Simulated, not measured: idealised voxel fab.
Name of the process module below: voxel wiring stack
For reference, the cross-section in this document is cut, with width 195 nm and square cells of 5 nm.
A cross-section in this document is a grid of square cells, and it is written down as bands, the top band listed before the ones below it; a band is made up of one or more rows of cells.
Heights first: top, then bottom, in nm. Then materials, left to right, each with a width in nm. "edge to edge" on a single material: fills the band edge to edge. "air": empty space.
Height is counted from the level 0, under which the received wafer is composed throughout of one material. The lowest of the bands is not closed at the bottom but continues downward, in the notation "0 and below".
Graded width ("30..40"): value in top row of band = first number; value in bottom row = second number; row-to-row change constant.
"nothing different" -> step changed no cross-section cell.
The entry "Listed closed voids" lists the empty spaces that cover at least 8 cells and have no open path to the top. Each is written as width x height at distance, where the distance is measured from the left edge and all three values are in nm.
after a step's settings: what the simulator itself notes on the step
overlay nm: for a step with a mask, the amount by which the mask lay right of where it was planned; a negative amount means left of it.
Listed below are the process steps as planned
1 RECEIVE, material Si
2 CONFORMAL_DEP, material SiO2, thk nm 15
3 CONFORMAL_DEP, material SiN, thk nm 5
4 DIRECTIONAL_DEP, material lowk, thk nm 25
5 PATTERN, tone open, mask id METAL_1, material resist, width nm 25, pitch nm 45, thk nm 20, overlay nm 0
6 DIRECTIONAL_ETCH, etch materials lowk, depth nm 25
7 DIRECTIONAL_ETCH, etch materials SiN, depth nm 5
8 STRIP, etch materials resist
9 CONFORMAL_DEP, material TiN, thk nm 5
10 FILL_DEP, material Cu, thk nm 5
11 CMP, height nm 45
12 CONFORMAL_DEP, material SiCN, thk nm 5
13 DIRECTIONAL_DEP, material SiO2, thk nm 10
14 MASKED_ETCH, tone open, mask id PLUG_1, width nm 15, pitch nm 90, etch materials SiO2, depth nm 10, overlay nm 0
15 MASKED_ETCH, tone open, mask id PLUG_1, width nm 15, pitch nm 90, etch materials SiCN, depth nm 5, overlay nm 0
16 EPI, material Ru, thk nm 10
17 EPI, material Ru, thk nm 5
18 CONFORMAL_DEP, material SiN, thk nm 5
19 DIRECTIONAL_DEP, material lowk, thk nm 15
20 PATTERN, tone open, mask id METAL_2, material resist, width nm 25, pitch nm 45, thk nm 15, overlay nm 0
21 DIRECTIONAL_ETCH, etch materials lowk, depth nm 15
22 DIRECTIONAL_ETCH, etch materials SiN, depth nm 5
23 STRIP, etch materials resist
24 CONFORMAL_DEP, material TiN, thk nm 5
25 FILL_DEP, material Cu, thk nm 5
26 CMP, height nm 80
27 CONFORMAL_DEP, material SiCN, thk nm 5
First wafer, as planned
Cross-section, incoming material, after step 1
  0 and below | Si edge to edge
  Listed closed voids: none
Presented here is a cross-section of the wafer after step 2 has been performed
  15 down to 0 | SiO2 edge to edge
  Unchanged below 0.
Presented here is a cross-section of the wafer after step 3 has been performed
  20 down to 15 | SiN edge to edge
  Unchanged below 15.
Presented here is a cross-section of the wafer after step 4 has been performed
  45 down to 20 | lowk edge to edge
  Unchanged below 20.
Presented here is a cross-section of the wafer after step 5 has been performed
  65 down to 45 | resist 15; air 25; resist 20; air 25; resist 20; air 25; resist 20; air 25; resist 20
  Unchanged below 45.
Presented here is a cross-section of the wafer after step 6 has been performed
  65 down to 45 | resist 15; air 25; resist 20; air 25; resist 20; air 25; resist 20; air 25; resist 20
  45 down to 20 | lowk 15; air 25; lowk 20; air 25; lowk 20; air 25; lowk 20; air 25; lowk 20
  Unchanged below 20.
Presented here is a cross-section of the wafer after step 7 has been performed
  65 down to 45 | resist 15; air 25; resist 20; air 25; resist 20; air 25; resist 20; air 25; resist 20
  45 down to 20 | lowk 15; air 25; lowk 20; air 25; lowk 20; air 25; lowk 20; air 25; lowk 20
  20 down to 15 | SiN 15; air 25; SiN 20; air 25; SiN 20; air 25; SiN 20; air 25; SiN 20
  Unchanged below 15.
Presented here is a cross-section of the wafer after step 8 has been performed
  45 down to 20 | lowk 15; air 25; lowk 20; air 25; lowk 20; air 25; lowk 20; air 25; lowk 20
  Unchanged below 20.
Presented here is a cross-section of the wafer after step 9 has been performed
  50 down to 45 | TiN 20; air 15; TiN 30; air 15; TiN 30; air 15; TiN 30; air 15; TiN 25
  45 down to 20 | lowk 15; TiN 5; air 15; TiN 5; lowk 20; TiN 5; air 15; TiN 5; lowk 20; TiN 5; air 15; TiN 5; lowk 20; TiN 5; air 15; TiN 5; lowk 20
  20 down to 15 | SiN 15; TiN 25; SiN 20; TiN 25; SiN 20; TiN 25; SiN 20; TiN 25; SiN 20
  Unchanged below 15.
Presented here is a cross-section of the wafer after step 10 has been performed
  55 down to 50 | Cu edge to edge
  50 down to 45 | TiN 20; Cu 15; TiN 30; Cu 15; TiN 30; Cu 15; TiN 30; Cu 15; TiN 25
  45 down to 20 | lowk 15; TiN 5; Cu 15; TiN 5; lowk 20; TiN 5; Cu 15; TiN 5; lowk 20; TiN 5; Cu 15; TiN 5; lowk 20; TiN 5; Cu 15; TiN 5; lowk 20
  Unchanged below 20.
Presented here is a cross-section of the wafer after step 11 has been performed
  45 down to 20 | lowk 15; TiN 5; Cu 15; TiN 5; lowk 20; TiN 5; Cu 15; TiN 5; lowk 20; TiN 5; Cu 15; TiN 5; lowk 20; TiN 5; Cu 15; TiN 5; lowk 20
  Unchanged below 20.
Presented here is a cross-section of the wafer after step 12 has been performed
  50 down to 45 | SiCN edge to edge
  Unchanged below 45.
Presented here is a cross-section of the wafer after step 13 has been performed
  60 down to 50 | SiO2 edge to edge
  Unchanged below 50.
Presented here is a cross-section of the wafer after step 14 has been performed
  60 down to 50 | SiO2 15; air 15; SiO2 75; air 15; SiO2 75
  Unchanged below 50.
Presented here is a cross-section of the wafer after step 15 has been performed
  60 down to 50 | SiO2 15; air 15; SiO2 75; air 15; SiO2 75
  50 down to 45 | SiCN 15; air 15; SiCN 75; air 15; SiCN 75
  Unchanged below 45.
Presented here is a cross-section of the wafer after step 16 has been performed
  60 down to 55 | SiO2 15; air 15; SiO2 75; air 15; SiO2 75
  55 down to 50 | SiO2 15; Ru 15; SiO2 75; Ru 15; SiO2 75
  50 down to 45 | SiCN 15; Ru 15; SiCN 75; Ru 15; SiCN 75
  Unchanged below 45.
Presented here is a cross-section of the wafer after step 17 has been performed
  60 down to 50 | SiO2 15; Ru 15; SiO2 75; Ru 15; SiO2 75
  Unchanged below 50.
Presented here is a cross-section of the wafer after step 18 has been performed
  65 down to 60 | SiN edge to edge
  Unchanged below 60.
Presented here is a cross-section of the wafer after step 19 has been performed
  80 down to 65 | lowk edge to edge
  Unchanged below 65.
Presented here is a cross-section of the wafer after step 20 has been performed
  95 down to 80 | resist 15; air 25; resist 20; air 25; resist 20; air 25; resist 20; air 25; resist 20
  Unchanged below 80.
Presented here is a cross-section of the wafer after step 21 has been performed
  95 down to 80 | resist 15; air 25; resist 20; air 25; resist 20; air 25; resist 20; air 25; resist 20
  80 down to 65 | lowk 15; air 25; lowk 20; air 25; lowk 20; air 25; lowk 20; air 25; lowk 20
  Unchanged below 65.
Presented here is a cross-section of the wafer after step 22 has been performed
  95 down to 80 | resist 15; air 25; resist 20; air 25; resist 20; air 25; resist 20; air 25; resist 20
  80 down to 65 | lowk 15; air 25; lowk 20; air 25; lowk 20; air 25; lowk 20; air 25; lowk 20
  65 down to 60 | SiN 15; air 25; SiN 20; air 25; SiN 20; air 25; SiN 20; air 25; SiN 20
  Unchanged below 60.
Presented here is a cross-section of the wafer after step 23 has been performed
  80 down to 65 | lowk 15; air 25; lowk 20; air 25; lowk 20; air 25; lowk 20; air 25; lowk 20
  Unchanged below 65.
Presented here is a cross-section of the wafer after step 24 has been performed
  85 down to 80 | TiN 20; air 15; TiN 30; air 15; TiN 30; air 15; TiN 30; air 15; TiN 25
  80 down to 65 | lowk 15; TiN 5; air 15; TiN 5; lowk 20; TiN 5; air 15; TiN 5; lowk 20; TiN 5; air 15; TiN 5; lowk 20; TiN 5; air 15; TiN 5; lowk 20
  65 down to 60 | SiN 15; TiN 25; SiN 20; TiN 25; SiN 20; TiN 25; SiN 20; TiN 25; SiN 20
  Unchanged below 60.
Presented here is a cross-section of the wafer after step 25 has been performed
  90 down to 85 | Cu edge to edge
  85 down to 80 | TiN 20; Cu 15; TiN 30; Cu 15; TiN 30; Cu 15; TiN 30; Cu 15; TiN 25
  80 down to 65 | lowk 15; TiN 5; Cu 15; TiN 5; lowk 20; TiN 5; Cu 15; TiN 5; lowk 20; TiN 5; Cu 15; TiN 5; lowk 20; TiN 5; Cu 15; TiN 5; lowk 20
  Unchanged below 65.
Presented here is a cross-section of the wafer after step 26 has been performed
  80 down to 65 | lowk 15; TiN 5; Cu 15; TiN 5; lowk 20; TiN 5; Cu 15; TiN 5; lowk 20; TiN 5; Cu 15; TiN 5; lowk 20; TiN 5; Cu 15; TiN 5; lowk 20
  Unchanged below 65.
Presented here is a cross-section of the wafer after step 27 has been performed
  85 down to 80 | SiCN edge to edge
  Unchanged below 80.
Second wafer: same start and same plan as the first, one execution error; identical to the first through step 2
Second wafer, cut view, end of step 3 per plan: nothing different
Second wafer, cut view, end of step 4 per plan
  40 down to 15 | lowk edge to edge
  Unchanged below 15.
Second wafer, cut view, end of step 5 per plan
  60 down to 40 | resist 15; air 25; resist 20; air 25; resist 20; air 25; resist 20; air 25; resist 20
  Unchanged below 40.
Second wafer, cut view, end of step 6 per plan
  60 down to 40 | resist 15; air 25; resist 20; air 25; resist 20; air 25; resist 20; air 25; resist 20
  40 down to 15 | lowk 15; air 25; lowk 20; air 25; lowk 20; air 25; lowk 20; air 25; lowk 20
  Unchanged below 15.
Second wafer, cut view, end of step 7 per plan: nothing different
Second wafer, cut view, end of step 8 per plan
  40 down to 15 | lowk 15; air 25; lowk 20; air 25; lowk 20; air 25; lowk 20; air 25; lowk 20
  Unchanged below 15.
Second wafer, cut view, end of step 9 per plan
  45 down to 40 | TiN 20; air 15; TiN 30; air 15; TiN 30; air 15; TiN 30; air 15; TiN 25
  40 down to 20 | lowk 15; TiN 5; air 15; TiN 5; lowk 20; TiN 5; air 15; TiN 5; lowk 20; TiN 5; air 15; TiN 5; lowk 20; TiN 5; air 15; TiN 5; lowk 20
  20 down to 15 | lowk 15; TiN 25; lowk 20; TiN 25; lowk 20; TiN 25; lowk 20; TiN 25; lowk 20
  Unchanged below 15.
Second wafer, cut view, end of step 10 per plan
  50 down to 45 | Cu edge to edge
  45 down to 40 | TiN 20; Cu 15; TiN 30; Cu 15; TiN 30; Cu 15; TiN 30; Cu 15; TiN 25
  40 down to 20 | lowk 15; TiN 5; Cu 15; TiN 5; lowk 20; TiN 5; Cu 15; TiN 5; lowk 20; TiN 5; Cu 15; TiN 5; lowk 20; TiN 5; Cu 15; TiN 5; lowk 20
  Unchanged below 20.
Second wafer, cut view, end of step 11 per plan
  45 down to 40 | TiN 20; Cu 15; TiN 30; Cu 15; TiN 30; Cu 15; TiN 30; Cu 15; TiN 25
  Unchanged below 40.
Second wafer, cut view, end of step 12 per plan
  50 down to 45 | SiCN edge to edge
  Unchanged below 45.
Second wafer, cut view, end of step 13 per plan
  60 down to 50 | SiO2 edge to edge
  Unchanged below 50.
Second wafer, cut view, end of step 14 per plan
  60 down to 50 | SiO2 15; air 15; SiO2 75; air 15; SiO2 75
  Unchanged below 50.
Second wafer, cut view, end of step 15 per plan
  60 down to 50 | SiO2 15; air 15; SiO2 75; air 15; SiO2 75
  50 down to 45 | SiCN 15; air 15; SiCN 75; air 15; SiCN 75
  Unchanged below 45.
Second wafer, cut view, end of step 16 per plan
  60 down to 55 | SiO2 15; air 15; SiO2 75; air 15; SiO2 75
  55 down to 50 | SiO2 15; Ru 15; SiO2 75; Ru 15; SiO2 75
  50 down to 45 | SiCN 15; Ru 15; SiCN 75; Ru 15; SiCN 75
  Unchanged below 45.
Second wafer, cut view, end of step 17 per plan
  60 down to 50 | SiO2 15; Ru 15; SiO2 75; Ru 15; SiO2 75
  Unchanged below 50.
Second wafer, cut view, end of step 18 per plan
  65 down to 60 | SiN edge to edge
  Unchanged below 60.
Second wafer, cut view, end of step 19 per plan
  80 down to 65 | lowk edge to edge
  Unchanged below 65.
Second wafer, cut view, end of step 20 per plan
  95 down to 80 | resist 15; air 25; resist 20; air 25; resist 20; air 25; resist 20; air 25; resist 20
  Unchanged below 80.
Second wafer, cut view, end of step 21 per plan
  95 down to 80 | resist 15; air 25; resist 20; air 25; resist 20; air 25; resist 20; air 25; resist 20
  80 down to 65 | lowk 15; air 25; lowk 20; air 25; lowk 20; air 25; lowk 20; air 25; lowk 20
  Unchanged below 65.
Second wafer, cut view, end of step 22 per plan
  95 down to 80 | resist 15; air 25; resist 20; air 25; resist 20; air 25; resist 20; air 25; resist 20
  80 down to 65 | lowk 15; air 25; lowk 20; air 25; lowk 20; air 25; lowk 20; air 25; lowk 20
  65 down to 60 | SiN 15; air 25; SiN 20; air 25; SiN 20; air 25; SiN 20; air 25; SiN 20
  Unchanged below 60.
Second wafer, cut view, end of step 23 per plan
  80 down to 65 | lowk 15; air 25; lowk 20; air 25; lowk 20; air 25; lowk 20; air 25; lowk 20
  Unchanged below 65.
Second wafer, cut view, end of step 24 per plan
  85 down to 80 | TiN 20; air 15; TiN 30; air 15; TiN 30; air 15; TiN 30; air 15; TiN 25
  80 down to 65 | lowk 15; TiN 5; air 15; TiN 5; lowk 20; TiN 5; air 15; TiN 5; lowk 20; TiN 5; air 15; TiN 5; lowk 20; TiN 5; air 15; TiN 5; lowk 20
  65 down to 60 | SiN 15; TiN 25; SiN 20; TiN 25; SiN 20; TiN 25; SiN 20; TiN 25; SiN 20
  Unchanged below 60.
Second wafer, cut view, end of step 25 per plan
  90 down to 85 | Cu edge to edge
  85 down to 80 | TiN 20; Cu 15; TiN 30; Cu 15; TiN 30; Cu 15; TiN 30; Cu 15; TiN 25
  80 down to 65 | lowk 15; TiN 5; Cu 15; TiN 5; lowk 20; TiN 5; Cu 15; TiN 5; lowk 20; TiN 5; Cu 15; TiN 5; lowk 20; TiN 5; Cu 15; TiN 5; lowk 20
  Unchanged below 65.
Second wafer, cut view, end of step 26 per plan
  80 down to 65 | lowk 15; TiN 5; Cu 15; TiN 5; lowk 20; TiN 5; Cu 15; TiN 5; lowk 20; TiN 5; Cu 15; TiN 5; lowk 20; TiN 5; Cu 15; TiN 5; lowk 20
  Unchanged below 65.
Second wafer, cut view, end of step 27 per plan
  85 down to 80 | SiCN edge to edge
  Unchanged below 80.
Short version of what went wrong: step 3 of the plan was bypassed and not carried out
FYI, end of process, the second wafer has more or fewer cells of some materials than the first: 19 fewer of SiN, 19 more of TiN
